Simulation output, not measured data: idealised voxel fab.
process module | voxel ribs on slabs
cross-section cut | 275 nm wide | cells 5 nm
A cross-section is a grid of square cells, given in bands from the top down. A band is one or more rows of cells.
Each band's line starts with the height of the band's top and of its bottom, in nm. Then come its materials from left to right, each with its width in nm. One material with "throughout" fills the band from edge to edge. "air" is empty space.
Height 0 is the level under which the wafer as received is all one material. The lowest band goes on downwards, as in "0 down".
A width such as "30 to 40" changes by the same amount from each row of cells to the next, from the band's top row to its bottom row.
"no change" after a step means that no cell of the cross-section changed.
closed voids: empty space of 8 cells or more with no open way to the top, each as width x height at its distance from the left edge, in nm
after a step's settings: what the simulator itself notes on the step
overlay nm, on a step with a mask: how far to the right of its planned place the mask lay; to the left if negative
plan
1 op RECEIVE | material Si
2 op DIRECTIONAL_DEP | material SiO2 | thk nm 30
3 op DIRECTIONAL_DEP | material polySi | thk nm 25
4 op MASKED_ETCH | tone cover | mask id RIB | width nm 20 | etch materials polySi | depth nm 5 | overlay nm 0
5 op MASKED_ETCH | tone cover | mask id SLAB | width nm 80 | etch materials polySi | depth nm 20 | overlay nm 0
6 op FILL_DEP | material SiO2 | thk nm 20
7 op CMP | height nm 70
8 op DIRECTIONAL_DEP | material TiN | thk nm 10
9 op MASKED_ETCH | tone cover | mask id HEATER | width nm 30 | etch materials TiN | depth nm 10 | overlay nm 0
10 op CONFORMAL_DEP | material SiN | thk nm 10
first wafer, as planned
as received, after step 1
  0 down: Si throughout
  closed voids: none
after step 2
  30 to 0: SiO2 throughout
  below 0: unchanged
after step 3
  55 to 30: polySi throughout
  below 30: unchanged
after step 4
  55 to 50: air 125 | polySi 20 | air 130
  below 50: unchanged
after step 5
  55 to 50: air 125 | polySi 20 | air 130
  50 to 30: air 95 | polySi 80 | air 100
  below 30: unchanged
after step 6
  75 to 55: SiO2 throughout
  55 to 50: SiO2 125 | polySi 20 | SiO2 130
  50 to 30: SiO2 95 | polySi 80 | SiO2 100
  below 30: unchanged
after step 7
  70 to 55: SiO2 throughout
  below 55: unchanged
after step 8
  80 to 70: TiN throughout
  below 70: unchanged
after step 9
  80 to 70: air 120 | TiN 30 | air 125
  below 70: unchanged
after step 10
  90 to 80: air 110 | SiN 50 | air 115
  80 to 70: SiN 120 | TiN 30 | SiN 125
  below 70: unchanged
second wafer: like start, like plan, one mistake. Through step 8 it matches the first wafer
when step 9 should have ended
  80 to 75: air 120 | TiN 30 | air 125
  below 75: unchanged
when step 10 should have ended
  90 to 85: air 110 | SiN 50 | air 115
  85 to 80: SiN throughout
  80 to 75: SiN 120 | TiN 30 | SiN 125
  below 75: unchanged
what went wrong: step 9 ran as: op MASKED_ETCH | tone cover | mask id HEATER | width nm 30 | etch materials TiN | depth nm 5 | overlay nm 0
at the end the second wafer has, in cells: 4 fewer of SiN | 49 more of TiN
